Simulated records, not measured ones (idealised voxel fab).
Process module name: voxel lift off
Section shown: cut. Width: 300 nm. Cell size: 5 nm, square.
How to read a cross-section here: the picture is a grid of square cells, written as bands going from the top down, and any band can span one or more rows of cells.
What a band's entry tells you: where the top is and where the bottom is, as heights in nm, and after that what lies inside, material by material from left to right, each with its width in nm. Empty space is written as the word "blank", and a single material marked with the word "full width" occupies the band from edge to edge.
Basically, 0 is our baseline, since under it the wafer straight out of the box is all one material. The bottom band has no lower end and keeps on going down, so it looks like "top 0, no bottom".
Width: "30->40" (first number = top row, second number = bottom row, same change from row to row of cells).
The designation "left unchanged", where it is given for a processing step, indicates that no cell of the cross-section was altered in the course of that step.
"Fully closed voids": sealed empty spaces, 8 cells or more, no open way to top, listed width x height at distance, with distance from the left edge and width, height and distance in nm.
Where a step's line continues beyond its settings, the continuation is a remark by the simulator itself on that step.
A step line may carry the setting "overlay nm", which, for steps involving a mask, states the distance by which the mask lay to the right of its intended position; negative values denote displacement to the left.
The following list gives the planned process steps
step 1: RECEIVE with material Si
step 2: CONFORMAL_DEP with material SiN, thk nm 15
step 3: PATTERN with tone open, mask id LINES, material resist, width nm 15, pitch nm 30, thk nm 30, overlay nm -15
step 4: DIRECTIONAL_DEP with material Ru, thk nm 15
step 5: STRIP with etch materials resist
step 6: CONFORMAL_DEP with material SiCN, thk nm 5
Where the wafers of this document differ is in the overlay nm of step 3; they start out the same, and the plan states the value that applied to the first wafer.
Step 1 complete: as-received cross-section of the first of several wafers
top 0, no bottom = Si full width
Fully closed voids: none
For your reference, the table is organized with a row per wafer; each row reflects the wafer at the end of the module, indicating for each material the cells gained (+) or lost (-) since receipt, and thereafter its closed voids
overlay nm -15 | +18 Ru | +72 SiCN | +180 SiN | Fully closed voids: none
overlay nm -10 | +18 Ru | +72 SiCN | +180 SiN | Fully closed voids: none
overlay nm -5 | +18 Ru | +72 SiCN | +180 SiN | Fully closed voids: none
overlay nm 0 | +18 Ru | +72 SiCN | +180 SiN | Fully closed voids: none
overlay nm 5 | +18 Ru | +72 SiCN | +180 SiN | Fully closed voids: none
overlay nm 10 | +18 Ru | +72 SiCN | +180 SiN | Fully closed voids: none
overlay nm 15 | +18 Ru | +72 SiCN | +180 SiN | Fully closed voids: none
